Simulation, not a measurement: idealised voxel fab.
voxel transistor to metal: a process module
The figure presents cross-section cut, which has a width of 295 nm and is divided into square cells with an edge length of 5 nm.
Notation: cross-section as square-cell grid; stated in bands, top first, going down; one or more cell rows per band.
Read a band's entry like this: the first values are the height of its top and the height of its bottom in nm, and what follows is the sequence of materials from left to right, each with its width in nm. Note that "empty" is empty space, and that a single material marked "throughout" reaches across the band from edge to edge.
Heights are expressed relative to 0, this being the level below which the as-received wafer comprises one material exclusively. The lowest band is unbounded in the downward direction and is denoted as in "0..down".
The two numbers in a width such as "30 to 40" mark its ends across the band: the first belongs to the top row of cells, the second to the bottom row, and from each row to the next the width moves by the same amount.
No cell of the cross-section changed in a step that is given as "all unchanged".
What "Voids lacking openings" gives you is every empty space of 8 cells or more that is cut off from the top. Each appears as width x height at distance, with the distance taken from the left edge and width, height and distance all in nm.
If you see something after the settings on a step's line, that's the simulator's own remark about that step.
A step's line can hold "overlay nm"; with a mask on that step, the setting says how far right of the planned place the mask lay, while a negative setting says it lay to the left.
Listed below are the process steps as planned
1,RECEIVE [material Si]
2,CONFORMAL_DEP [material SiO2] [thk nm 5]
3,CONFORMAL_DEP [material SiN] [thk nm 10]
4,MASKED_ETCH [tone cover] [mask id ACTIVE] [width nm 115] [pitch nm 145] [etch materials SiN] [depth nm 10] [overlay nm 0]
5,MASKED_ETCH [tone cover] [mask id ACTIVE] [width nm 115] [pitch nm 145] [etch materials SiO2] [depth nm 5] [overlay nm 0]
6,MASKED_ETCH [tone cover] [mask id ACTIVE] [width nm 115] [pitch nm 145] [etch materials Si] [depth nm 30] [overlay nm 0]
7,OXIDIZE [depth nm 5]
8,FILL_DEP [material SiO2] [thk nm 5]
9,CMP [height nm 15]
10,SELECTIVE_ETCH [etch materials SiO2] [depth nm 10]
11,STRIP [etch materials SiN]
12,SELECTIVE_ETCH [etch materials SiO2] [depth nm 5]
13,OXIDIZE [depth nm 5]
14,DIRECTIONAL_DEP [material polySi] [thk nm 25]
15,DIRECTIONAL_DEP [material SiCN] [thk nm 15]
16,PATTERN [tone cover] [mask id GATE] [material resist] [width nm 35] [pitch nm 145] [thk nm 15] [overlay nm 0]
17,DIRECTIONAL_ETCH [etch materials SiCN] [depth nm 25]
18,DIRECTIONAL_ETCH [etch materials polySi] [depth nm 35]
19,STRIP [etch materials resist]
20,CONFORMAL_DEP [material SiO2] [thk nm 5]
21,DIRECTIONAL_ETCH [etch materials SiO2] [depth nm 5]
22,CONFORMAL_DEP [material SiN] [thk nm 5]
23,DIRECTIONAL_ETCH [etch materials SiN] [depth nm 5]
24,DIRECTIONAL_ETCH [etch materials SiO2] [depth nm 5]
25,EPI [material pSi] [thk nm 5]
26,FILL_DEP [material SiO2] [thk nm 10]
27,CMP [height nm 25]
28,STRIP [etch materials polySi]
29,SELECTIVE_ETCH [etch materials SiO2] [depth nm 5]
30,CONFORMAL_DEP [material HfO2] [thk nm 5]
31,CONFORMAL_DEP [material TiN] [thk nm 5]
32,FILL_DEP [material W] [thk nm 10]
33,CMP [height nm 20]
34,DIRECTIONAL_DEP [material SiO2] [thk nm 15]
35,PATTERN [tone open] [mask id CONTACT] [material resist] [width nm 15] [thk nm 15] [overlay nm 0]
36,DIRECTIONAL_ETCH [etch materials SiO2] [depth nm 35]
37,STRIP [etch materials resist]
38,CONFORMAL_DEP [material TiN] [thk nm 5]
39,FILL_DEP [material W] [thk nm 5]
40,CMP [height nm 35]
41,CONFORMAL_DEP [material SiN] [thk nm 5]
42,DIRECTIONAL_DEP [material lowk] [thk nm 15]
43,MASKED_ETCH [tone open] [mask id METAL_1] [width nm 15] [etch materials lowk] [depth nm 15] [overlay nm 0]
44,MASKED_ETCH [tone open] [mask id METAL_1] [width nm 15] [etch materials SiN] [depth nm 5] [overlay nm 0]
45,CONFORMAL_DEP [material TiN] [thk nm 5]
46,FILL_DEP [material Ru] [thk nm 5]
47,CMP [height nm 55]
48,EPI [material Ru] [thk nm 5]
49,FILL_DEP [material SiCN] [thk nm 5]
50,DIRECTIONAL_DEP [material SiO2] [thk nm 35]
51,MASKED_ETCH [tone open] [mask id METAL_2] [width nm 15] [pitch nm 145] [etch materials SiO2] [depth nm 20] [overlay nm 0]
52,PATTERN [tone open] [mask id METAL_2_HOLES] [material resist] [width nm 15] [pitch nm 145] [thk nm 15] [overlay nm 0]
53,DIRECTIONAL_ETCH [etch materials SiO2] [depth nm 15]
54,DIRECTIONAL_ETCH [etch materials SiCN] [depth nm 5]
55,STRIP [etch materials resist]
56,CONFORMAL_DEP [material TiN] [thk nm 5]
57,FILL_DEP [material Cu] [thk nm 10]
58,CMP [height nm 100]
59,CONFORMAL_DEP [material SiCN] [thk nm 5]
The following pertains to the first of two wafers, which was processed as planned
Cross-section of the incoming wafer, state after step 1
* 0..down | Si throughout
* Voids lacking openings: none
After step 2: wafer cross-section
* 5..0 | SiO2 throughout
* Below 0, the layers are the same as they were.
After step 3: wafer cross-section
* 15..5 | SiN throughout
* Below 5, the layers are the same as they were.
After step 4: wafer cross-section
* 15..5 | empty (15), SiN (115), empty (30), SiN (115), empty (20)
* Below 5, the layers are the same as they were.
After step 5: wafer cross-section
* 15..5 | empty (15), SiN (115), empty (30), SiN (115), empty (20)
* 5..0 | empty (15), SiO2 (115), empty (30), SiO2 (115), empty (20)
* Below 0, the layers are the same as they were.
After step 6: wafer cross-section
* 15..5 | empty (15), SiN (115), empty (30), SiN (115), empty (20)
* 5..0 | empty (15), SiO2 (115), empty (30), SiO2 (115), empty (20)
* 0..-30 | empty (15), Si (115), empty (30), Si (115), empty (20)
* Below -30, the layers are the same as they were.
After step 7: wafer cross-section
* 15..5 | empty (15), SiN (115), empty (30), SiN (115), empty (20)
* 5..0 | empty (15), SiO2 (115), empty (30), SiO2 (115), empty (20)
* 0..-30 | empty (15), SiO2 (5), Si (105), SiO2 (5), empty (30), SiO2 (5), Si (105), SiO2 (5), empty (20)
* -30..-35 | SiO2 (20), Si (105), SiO2 (40), Si (105), SiO2 (25)
* Below -35, the layers are the same as they were.
After step 8: wafer cross-section
* 20..15 | SiO2 throughout
* 15..5 | SiO2 (15), SiN (115), SiO2 (30), SiN (115), SiO2 (20)
* 5..0 | SiO2 throughout
* 0..-35 | SiO2 (20), Si (105), SiO2 (40), Si (105), SiO2 (25)
* Below -35, the layers are the same as they were.
After step 9: wafer cross-section
* 15..5 | SiO2 (15), SiN (115), SiO2 (30), SiN (115), SiO2 (20)
* Below 5, the layers are the same as they were.
After step 10: wafer cross-section
* 15..5 | empty (15), SiN (115), empty (30), SiN (115), empty (20)
* Below 5, the layers are the same as they were.
After step 11: wafer cross-section
* 5..0 | SiO2 throughout
* Below 0, the layers are the same as they were.
After step 12: wafer cross-section
* 0..-35 | SiO2 (20), Si (105), SiO2 (40), Si (105), SiO2 (25)
* Below -35, the layers are the same as they were.
After step 13: wafer cross-section
* 0..-5 | SiO2 throughout
* Below -5, the layers are the same as they were.
After step 14: wafer cross-section
* 25..0 | polySi throughout
* Below 0, the layers are the same as they were.
After step 15: wafer cross-section
* 40..25 | SiCN throughout
* Below 25, the layers are the same as they were.
After step 16: wafer cross-section
* 55..40 | empty (55), resist (35), empty (110), resist (35), empty (60)
* Below 40, the layers are the same as they were.
After step 17: wafer cross-section
* 55..40 | empty (55), resist (35), empty (110), resist (35), empty (60)
* 40..25 | empty (55), SiCN (35), empty (110), SiCN (35), empty (60)
* Below 25, the layers are the same as they were.
After step 18: wafer cross-section
* 55..40 | empty (55), resist (35), empty (110), resist (35), empty (60)
* 40..25 | empty (55), SiCN (35), empty (110), SiCN (35), empty (60)
* 25..0 | empty (55), polySi (35), empty (110), polySi (35), empty (60)
* Below 0, the layers are the same as they were.
After step 19: wafer cross-section
* 40..25 | empty (55), SiCN (35), empty (110), SiCN (35), empty (60)
* Below 25, the layers are the same as they were.
After step 20: wafer cross-section
* 45..40 | empty (50), SiO2 (45), empty (100), SiO2 (45), empty (55)
* 40..25 | empty (50), SiO2 (5), SiCN (35), SiO2 (5), empty (100), SiO2 (5), SiCN (35), SiO2 (5), empty (55)
* 25..5 | empty (50), SiO2 (5), polySi (35), SiO2 (5), empty (100), SiO2 (5), polySi (35), SiO2 (5), empty (55)
* 5..0 | SiO2 (55), polySi (35), SiO2 (110), polySi (35), SiO2 (60)
* Below 0, the layers are the same as they were.
After step 21: wafer cross-section
* 40..25 | empty (50), SiO2 (5), SiCN (35), SiO2 (5), empty (100), SiO2 (5), SiCN (35), SiO2 (5), empty (55)
* 25..0 | empty (50), SiO2 (5), polySi (35), SiO2 (5), empty (100), SiO2 (5), polySi (35), SiO2 (5), empty (55)
* Below 0, the layers are the same as they were.
After step 22: wafer cross-section
* 45..40 | empty (45), SiN (55), empty (90), SiN (55), empty (50)
* 40..25 | empty (45), SiN (5), SiO2 (5), SiCN (35), SiO2 (5), SiN (5), empty (90), SiN (5), SiO2 (5), SiCN (35), SiO2 (5), SiN (5), empty (50)
* 25..5 | empty (45), SiN (5), SiO2 (5), polySi (35), SiO2 (5), SiN (5), empty (90), SiN (5), SiO2 (5), polySi (35), SiO2 (5), SiN (5), empty (50)
* 5..0 | SiN (50), SiO2 (5), polySi (35), SiO2 (5), SiN (100), SiO2 (5), polySi (35), SiO2 (5), SiN (55)
* Below 0, the layers are the same as they were.
After step 23: wafer cross-section
* 40..25 | empty (45), SiN (5), SiO2 (5), SiCN (35), SiO2 (5), SiN (5), empty (90), SiN (5), SiO2 (5), SiCN (35), SiO2 (5), SiN (5), empty (50)
* 25..0 | empty (45), SiN (5), SiO2 (5), polySi (35), SiO2 (5), SiN (5), empty (90), SiN (5), SiO2 (5), polySi (35), SiO2 (5), SiN (5), empty (50)
* Below 0, the layers are the same as they were.
After step 24: wafer cross-section
* 40..35 | empty (45), SiN (5), empty (5), SiCN (35), empty (5), SiN (5), empty (90), SiN (5), empty (5), SiCN (35), empty (5), SiN (5), empty (50)
* 35..25 | empty (45), SiN (5), SiO2 (5), SiCN (35), SiO2 (5), SiN (5), empty (90), SiN (5), SiO2 (5), SiCN (35), SiO2 (5), SiN (5), empty (50)
* 25..0 | empty (45), SiN (5), SiO2 (5), polySi (35), SiO2 (5), SiN (5), empty (90), SiN (5), SiO2 (5), polySi (35), SiO2 (5), SiN (5), empty (50)
* 0..-5 | empty (45), SiO2 (55), empty (90), SiO2 (55), empty (50)
* Below -5, the layers are the same as they were.
After step 25: wafer cross-section
* 40..35 | empty (45), SiN (5), empty (5), SiCN (35), empty (5), SiN (5), empty (90), SiN (5), empty (5), SiCN (35), empty (5), SiN (5), empty (50)
* 35..25 | empty (45), SiN (5), SiO2 (5), SiCN (35), SiO2 (5), SiN (5), empty (90), SiN (5), SiO2 (5), SiCN (35), SiO2 (5), SiN (5), empty (50)
* 25..0 | empty (45), SiN (5), SiO2 (5), polySi (35), SiO2 (5), SiN (5), empty (90), SiN (5), SiO2 (5), polySi (35), SiO2 (5), SiN (5), empty (50)
* 0..-5 | empty (15), pSi (30), SiO2 (55), pSi (30), empty (30), pSi (30), SiO2 (55), pSi (30), empty (20)
* Below -5, the layers are the same as they were.
After step 26: wafer cross-section
* 50..40 | SiO2 throughout
* 40..25 | SiO2 (45), SiN (5), SiO2 (5), SiCN (35), SiO2 (5), SiN (5), SiO2 (90), SiN (5), SiO2 (5), SiCN (35), SiO2 (5), SiN (5), SiO2 (50)
* 25..0 | SiO2 (45), SiN (5), SiO2 (5), polySi (35), SiO2 (5), SiN (5), SiO2 (90), SiN (5), SiO2 (5), polySi (35), SiO2 (5), SiN (5), SiO2 (50)
* 0..-5 | SiO2 (15), pSi (30), SiO2 (55), pSi (30), SiO2 (30), pSi (30), SiO2 (55), pSi (30), SiO2 (20)
* Below -5, the layers are the same as they were.
After step 27: wafer cross-section
* 25..0 | SiO2 (45), SiN (5), SiO2 (5), polySi (35), SiO2 (5), SiN (5), SiO2 (90), SiN (5), SiO2 (5), polySi (35), SiO2 (5), SiN (5), SiO2 (50)
* Below 0, the layers are the same as they were.
After step 28: wafer cross-section
* 25..0 | SiO2 (45), SiN (5), SiO2 (5), empty (35), SiO2 (5), SiN (5), SiO2 (90), SiN (5), SiO2 (5), empty (35), SiO2 (5), SiN (5), SiO2 (50)
* Below 0, the layers are the same as they were.
After step 29: wafer cross-section
* 25..20 | empty (45), SiN (5), empty (45), SiN (5), empty (90), SiN (5), empty (45), SiN (5), empty (50)
* 20..0 | SiO2 (45), SiN (5), empty (45), SiN (5), SiO2 (90), SiN (5), empty (45), SiN (5), SiO2 (50)
* 0..-5 | SiO2 (15), pSi (30), SiO2 (5), empty (45), SiO2 (5), pSi (30), SiO2 (30), pSi (30), SiO2 (5), empty (45), SiO2 (5), pSi (30), SiO2 (20)
* Below -5, the layers are the same as they were.
After step 30: wafer cross-section
* 30..25 | empty (40), HfO2 (15), empty (35), HfO2 (15), empty (80), HfO2 (15), empty (35), HfO2 (15), empty (45)
* 25..20 | HfO2 (45), SiN (5), HfO2 (5), empty (35), HfO2 (5), SiN (5), HfO2 (90), SiN (5), HfO2 (5), empty (35), HfO2 (5), SiN (5), HfO2 (50)
* 20..0 | SiO2 (45), SiN (5), HfO2 (5), empty (35), HfO2 (5), SiN (5), SiO2 (90), SiN (5), HfO2 (5), empty (35), HfO2 (5), SiN (5), SiO2 (50)
* 0..-5 | SiO2 (15), pSi (30), SiO2 (5), HfO2 (45), SiO2 (5), pSi (30), SiO2 (30), pSi (30), SiO2 (5), HfO2 (45), SiO2 (5), pSi (30), SiO2 (20)
* Below -5, the layers are the same as they were.
After step 31: wafer cross-section
* 35..30 | empty (35), TiN (25), empty (25), TiN (25), empty (70), TiN (25), empty (25), TiN (25), empty (40)
* 30..25 | TiN (40), HfO2 (15), TiN (5), empty (25), TiN (5), HfO2 (15), TiN (80), HfO2 (15), TiN (5), empty (25), TiN (5), HfO2 (15), TiN (45)
* 25..20 | HfO2 (45), SiN (5), HfO2 (5), TiN (5), empty (25), TiN (5), HfO2 (5), SiN (5), HfO2 (90), SiN (5), HfO2 (5), TiN (5), empty (25), TiN (5), HfO2 (5), SiN (5), HfO2 (50)
* 20..5 | SiO2 (45), SiN (5), HfO2 (5), TiN (5), empty (25), TiN (5), HfO2 (5), SiN (5), SiO2 (90), SiN (5), HfO2 (5), TiN (5), empty (25), TiN (5), HfO2 (5), SiN (5), SiO2 (50)
* 5..0 | SiO2 (45), SiN (5), HfO2 (5), TiN (35), HfO2 (5), SiN (5), SiO2 (90), SiN (5), HfO2 (5), TiN (35), HfO2 (5), SiN (5), SiO2 (50)
* Below 0, the layers are the same as they were.
After step 32: wafer cross-section
* 45..35 | W throughout
* 35..30 | W (35), TiN (25), W (25), TiN (25), W (70), TiN (25), W (25), TiN (25), W (40)
* 30..25 | TiN (40), HfO2 (15), TiN (5), W (25), TiN (5), HfO2 (15), TiN (80), HfO2 (15), TiN (5), W (25), TiN (5), HfO2 (15), TiN (45)
* 25..20 | HfO2 (45), SiN (5), HfO2 (5), TiN (5), W (25), TiN (5), HfO2 (5), SiN (5), HfO2 (90), SiN (5), HfO2 (5), TiN (5), W (25), TiN (5), HfO2 (5), SiN (5), HfO2 (50)
* 20..5 | SiO2 (45), SiN (5), HfO2 (5), TiN (5), W (25), TiN (5), HfO2 (5), SiN (5), SiO2 (90), SiN (5), HfO2 (5), TiN (5), W (25), TiN (5), HfO2 (5), SiN (5), SiO2 (50)
* Below 5, the layers are the same as they were.
After step 33: wafer cross-section
* 20..5 | SiO2 (45), SiN (5), HfO2 (5), TiN (5), W (25), TiN (5), HfO2 (5), SiN (5), SiO2 (90), SiN (5), HfO2 (5), TiN (5), W (25), TiN (5), HfO2 (5), SiN (5), SiO2 (50)
* Below 5, the layers are the same as they were.
After step 34: wafer cross-section
* 35..20 | SiO2 throughout
* Below 20, the layers are the same as they were.
After step 35: wafer cross-section
* 50..35 | resist (20), empty (15), resist (75), empty (15), resist (40), empty (15), resist (75), empty (15), resist (25)
* Below 35, the layers are the same as they were.
After step 36: wafer cross-section
* 50..35 | resist (20), empty (15), resist (75), empty (15), resist (40), empty (15), resist (75), empty (15), resist (25)
* 35..20 | SiO2 (20), empty (15), SiO2 (75), empty (15), SiO2 (40), empty (15), SiO2 (75), empty (15), SiO2 (25)
* 20..5 | SiO2 (20), empty (15), SiO2 (10), SiN (5), HfO2 (5), TiN (5), W (25), TiN (5), HfO2 (5), SiN (5), SiO2 (10), empty (15), SiO2 (40), empty (15), SiO2 (10), SiN (5), HfO2 (5), TiN (5), W (25), TiN (5), HfO2 (5), SiN (5), SiO2 (10), empty (15), SiO2 (25)
* 5..0 | SiO2 (20), empty (15), SiO2 (10), SiN (5), HfO2 (5), TiN (35), HfO2 (5), SiN (5), SiO2 (10), empty (15), SiO2 (40), empty (15), SiO2 (10), SiN (5), HfO2 (5), TiN (35), HfO2 (5), SiN (5), SiO2 (10), empty (15), SiO2 (25)
* Below 0, the layers are the same as they were.
After step 37: wafer cross-section
* 35..20 | SiO2 (20), empty (15), SiO2 (75), empty (15), SiO2 (40), empty (15), SiO2 (75), empty (15), SiO2 (25)
* Below 20, the layers are the same as they were.
After step 38: wafer cross-section
* 40..35 | TiN (25), empty (5), TiN (85), empty (5), TiN (50), empty (5), TiN (85), empty (5), TiN (30)
* 35..20 | SiO2 (20), TiN (5), empty (5), TiN (5), SiO2 (75), TiN (5), empty (5), TiN (5), SiO2 (40), TiN (5), empty (5), TiN (5), SiO2 (75), TiN (5), empty (5), TiN (5), SiO2 (25)
* 20..5 | SiO2 (20), TiN (5), empty (5), TiN (5), SiO2 (10), SiN (5), HfO2 (5), TiN (5), W (25), TiN (5), HfO2 (5), SiN (5), SiO2 (10), TiN (5), empty (5), TiN (5), SiO2 (40), TiN (5), empty (5), TiN (5), SiO2 (10), SiN (5), HfO2 (5), TiN (5), W (25), TiN (5), HfO2 (5), SiN (5), SiO2 (10), TiN (5), empty (5), TiN (5), SiO2 (25)
* 5..0 | SiO2 (20), TiN (15), SiO2 (10), SiN (5), HfO2 (5), TiN (35), HfO2 (5), SiN (5), SiO2 (10), TiN (15), SiO2 (40), TiN (15), SiO2 (10), SiN (5), HfO2 (5), TiN (35), HfO2 (5), SiN (5), SiO2 (10), TiN (15), SiO2 (25)
* Below 0, the layers are the same as they were.
After step 39: wafer cross-section
* 45..40 | W throughout
* 40..35 | TiN (25), W (5), TiN (85), W (5), TiN (50), W (5), TiN (85), W (5), TiN (30)
* 35..20 | SiO2 (20), TiN (5), W (5), TiN (5), SiO2 (75), TiN (5), W (5), TiN (5), SiO2 (40), TiN (5), W (5), TiN (5), SiO2 (75), TiN (5), W (5), TiN (5), SiO2 (25)
* 20..5 | SiO2 (20), TiN (5), W (5), TiN (5), SiO2 (10), SiN (5), HfO2 (5), TiN (5), W (25), TiN (5), HfO2 (5), SiN (5), SiO2 (10), TiN (5), W (5), TiN (5), SiO2 (40), TiN (5), W (5), TiN (5), SiO2 (10), SiN (5), HfO2 (5), TiN (5), W (25), TiN (5), HfO2 (5), SiN (5), SiO2 (10), TiN (5), W (5), TiN (5), SiO2 (25)
* Below 5, the layers are the same as they were.
After step 40: wafer cross-section
* 35..20 | SiO2 (20), TiN (5), W (5), TiN (5), SiO2 (75), TiN (5), W (5), TiN (5), SiO2 (40), TiN (5), W (5), TiN (5), SiO2 (75), TiN (5), W (5), TiN (5), SiO2 (25)
* Below 20, the layers are the same as they were.
After step 41: wafer cross-section
* 40..35 | SiN throughout
* Below 35, the layers are the same as they were.
After step 42: wafer cross-section
* 55..40 | lowk throughout
* Below 40, the layers are the same as they were.
After step 43: wafer cross-section
* 55..40 | lowk (20), empty (15), lowk (75), empty (15), lowk (40), empty (15), lowk (75), empty (15), lowk (25)
* Below 40, the layers are the same as they were.
After step 44: wafer cross-section
* 55..40 | lowk (20), empty (15), lowk (75), empty (15), lowk (40), empty (15), lowk (75), empty (15), lowk (25)
* 40..35 | SiN (20), empty (15), SiN (75), empty (15), SiN (40), empty (15), SiN (75), empty (15), SiN (25)
* Below 35, the layers are the same as they were.
After step 45: wafer cross-section
* 60..55 | TiN (25), empty (5), TiN (85), empty (5), TiN (50), empty (5), TiN (85), empty (5), TiN (30)
* 55..40 | lowk (20), TiN (5), empty (5), TiN (5), lowk (75), TiN (5), empty (5), TiN (5), lowk (40), TiN (5), empty (5), TiN (5), lowk (75), TiN (5), empty (5), TiN (5), lowk (25)
* 40..35 | SiN (20), TiN (15), SiN (75), TiN (15), SiN (40), TiN (15), SiN (75), TiN (15), SiN (25)
* Below 35, the layers are the same as they were.
After step 46: wafer cross-section
* 65..60 | Ru throughout
* 60..55 | TiN (25), Ru (5), TiN (85), Ru (5), TiN (50), Ru (5), TiN (85), Ru (5), TiN (30)
* 55..40 | lowk (20), TiN (5), Ru (5), TiN (5), lowk (75), TiN (5), Ru (5), TiN (5), lowk (40), TiN (5), Ru (5), TiN (5), lowk (75), TiN (5), Ru (5), TiN (5), lowk (25)
* Below 40, the layers are the same as they were.
After step 47: wafer cross-section
* 55..40 | lowk (20), TiN (5), Ru (5), TiN (5), lowk (75), TiN (5), Ru (5), TiN (5), lowk (40), TiN (5), Ru (5), TiN (5), lowk (75), TiN (5), Ru (5), TiN (5), lowk (25)
* Below 40, the layers are the same as they were.
After step 48: wafer cross-section
* 60..55 | empty (15), Ru (25), empty (65), Ru (25), empty (30), Ru (25), empty (65), Ru (25), empty (20)
* Below 55, the layers are the same as they were.
After step 49: wafer cross-section
* 65..60 | SiCN throughout
* 60..55 | SiCN (15), Ru (25), SiCN (65), Ru (25), SiCN (30), Ru (25), SiCN (65), Ru (25), SiCN (20)
* Below 55, the layers are the same as they were.
After step 50: wafer cross-section
* 100..65 | SiO2 throughout
* Below 65, the layers are the same as they were.
After step 51: wafer cross-section
* 100..80 | SiO2 (20), empty (15), SiO2 (130), empty (15), SiO2 (115)
* Below 80, the layers are the same as they were.
After step 52: wafer cross-section
* 115..100 | resist (20), empty (15), resist (130), empty (15), resist (115)
* Below 100, the layers are the same as they were.
After step 53: wafer cross-section
* 115..100 | resist (20), empty (15), resist (130), empty (15), resist (115)
* 100..65 | SiO2 (20), empty (15), SiO2 (130), empty (15), SiO2 (115)
* Below 65, the layers are the same as they were.
After step 54: wafer cross-section
* 115..100 | resist (20), empty (15), resist (130), empty (15), resist (115)
* 100..65 | SiO2 (20), empty (15), SiO2 (130), empty (15), SiO2 (115)
* 65..60 | SiCN (20), empty (15), SiCN (130), empty (15), SiCN (115)
* Below 60, the layers are the same as they were.
After step 55: wafer cross-section
* 100..65 | SiO2 (20), empty (15), SiO2 (130), empty (15), SiO2 (115)
* Below 65, the layers are the same as they were.
After step 56: wafer cross-section
* 105..100 | TiN (25), empty (5), TiN (140), empty (5), TiN (120)
* 100..65 | SiO2 (20), TiN (5), empty (5), TiN (5), SiO2 (130), TiN (5), empty (5), TiN (5), SiO2 (115)
* 65..60 | SiCN (20), TiN (15), SiCN (130), TiN (15), SiCN (115)
* Below 60, the layers are the same as they were.
After step 57: wafer cross-section
* 115..105 | Cu throughout
* 105..100 | TiN (25), Cu (5), TiN (140), Cu (5), TiN (120)
* 100..65 | SiO2 (20), TiN (5), Cu (5), TiN (5), SiO2 (130), TiN (5), Cu (5), TiN (5), SiO2 (115)
* Below 65, the layers are the same as they were.
After step 58: wafer cross-section
* 100..65 | SiO2 (20), TiN (5), Cu (5), TiN (5), SiO2 (130), TiN (5), Cu (5), TiN (5), SiO2 (115)
* Below 65, the layers are the same as they were.
After step 59: wafer cross-section
* 105..100 | SiCN throughout
* Below 100, the layers are the same as they were.
Second wafer, same starting state and plan as the first, one mistake in the run, identical through step 42
The second wafer in cross-section, at the planned close of step 43
* 55..40 | lowk (30), empty (15), lowk (75), empty (15), lowk (40), empty (15), lowk (75), empty (15), lowk (15)
* Below 40, the layers are the same as they were.
The second wafer in cross-section, at the planned close of step 44
* 55..40 | lowk (30), empty (15), lowk (75), empty (15), lowk (40), empty (15), lowk (75), empty (15), lowk (15)
* 40..35 | SiN (30), empty (5), SiN (85), empty (5), SiN (50), empty (5), SiN (85), empty (5), SiN (25)
* Below 35, the layers are the same as they were.
The second wafer in cross-section, at the planned close of step 45
* 60..55 | TiN (35), empty (5), TiN (85), empty (5), TiN (50), empty (5), TiN (85), empty (5), TiN (20)
* 55..45 | lowk (30), TiN (5), empty (5), TiN (5), lowk (75), TiN (5), empty (5), TiN (5), lowk (40), TiN (5), empty (5), TiN (5), lowk (75), TiN (5), empty (5), TiN (5), lowk (15)
* 45..40 | lowk (30), TiN (15), lowk (75), TiN (15), lowk (40), TiN (15), lowk (75), TiN (15), lowk (15)
* 40..35 | SiN (30), TiN (5), SiN (85), TiN (5), SiN (50), TiN (5), SiN (85), TiN (5), SiN (25)
* Below 35, the layers are the same as they were.
The second wafer in cross-section, at the planned close of step 46
* 65..60 | Ru throughout
* 60..55 | TiN (35), Ru (5), TiN (85), Ru (5), TiN (50), Ru (5), TiN (85), Ru (5), TiN (20)
* 55..45 | lowk (30), TiN (5), Ru (5), TiN (5), lowk (75), TiN (5), Ru (5), TiN (5), lowk (40), TiN (5), Ru (5), TiN (5), lowk (75), TiN (5), Ru (5), TiN (5), lowk (15)
* Below 45, the layers are the same as they were.
The second wafer in cross-section, at the planned close of step 47
* 55..45 | lowk (30), TiN (5), Ru (5), TiN (5), lowk (75), TiN (5), Ru (5), TiN (5), lowk (40), TiN (5), Ru (5), TiN (5), lowk (75), TiN (5), Ru (5), TiN (5), lowk (15)
* Below 45, the layers are the same as they were.
The second wafer in cross-section, at the planned close of step 48
* 60..55 | empty (25), Ru (25), empty (65), Ru (25), empty (30), Ru (25), empty (65), Ru (25), empty (10)
* Below 55, the layers are the same as they were.
The second wafer in cross-section, at the planned close of step 49
* 65..60 | SiCN throughout
* 60..55 | SiCN (25), Ru (25), SiCN (65), Ru (25), SiCN (30), Ru (25), SiCN (65), Ru (25), SiCN (10)
* Below 55, the layers are the same as they were.
The second wafer in cross-section, at the planned close of step 50
* 100..65 | SiO2 throughout
* Below 65, the layers are the same as they were.
The second wafer in cross-section, at the planned close of step 51
* 100..80 | SiO2 (20), empty (15), SiO2 (130), empty (15), SiO2 (115)
* Below 80, the layers are the same as they were.
The second wafer in cross-section, at the planned close of step 52
* 115..100 | resist (20), empty (15), resist (130), empty (15), resist (115)
* Below 100, the layers are the same as they were.
The second wafer in cross-section, at the planned close of step 53
* 115..100 | resist (20), empty (15), resist (130), empty (15), resist (115)
* 100..65 | SiO2 (20), empty (15), SiO2 (130), empty (15), SiO2 (115)
* Below 65, the layers are the same as they were.
The second wafer in cross-section, at the planned close of step 54
* 115..100 | resist (20), empty (15), resist (130), empty (15), resist (115)
* 100..65 | SiO2 (20), empty (15), SiO2 (130), empty (15), SiO2 (115)
* 65..60 | SiCN (20), empty (15), SiCN (130), empty (15), SiCN (115)
* Below 60, the layers are the same as they were.
The second wafer in cross-section, at the planned close of step 55
* 100..65 | SiO2 (20), empty (15), SiO2 (130), empty (15), SiO2 (115)
* Below 65, the layers are the same as they were.
The second wafer in cross-section, at the planned close of step 56
* 105..100 | TiN (25), empty (5), TiN (140), empty (5), TiN (120)
* 100..65 | SiO2 (20), TiN (5), empty (5), TiN (5), SiO2 (130), TiN (5), empty (5), TiN (5), SiO2 (115)
* 65..60 | SiCN (20), TiN (15), SiCN (130), TiN (15), SiCN (115)
* Below 60, the layers are the same as they were.
The second wafer in cross-section, at the planned close of step 57
* 115..105 | Cu throughout
* 105..100 | TiN (25), Cu (5), TiN (140), Cu (5), TiN (120)
* 100..65 | SiO2 (20), TiN (5), Cu (5), TiN (5), SiO2 (130), TiN (5), Cu (5), TiN (5), SiO2 (115)
* Below 65, the layers are the same as they were.
The second wafer in cross-section, at the planned close of step 58
* 100..65 | SiO2 (20), TiN (5), Cu (5), TiN (5), SiO2 (130), TiN (5), Cu (5), TiN (5), SiO2 (115)
* Below 65, the layers are the same as they were.
The second wafer in cross-section, at the planned close of step 59
* 105..100 | SiCN throughout
* Below 100, the layers are the same as they were.
Against the plan, the run slipped here: step 43 deviated from plan and actually ran as MASKED_ETCH [tone open] [mask id METAL_1] [width nm 15] [etch materials lowk] [depth nm 15] [overlay nm 10]
Final cells, second wafer relative to first, materials higher or lower: Ru -4 | SiN +8 | TiN -4
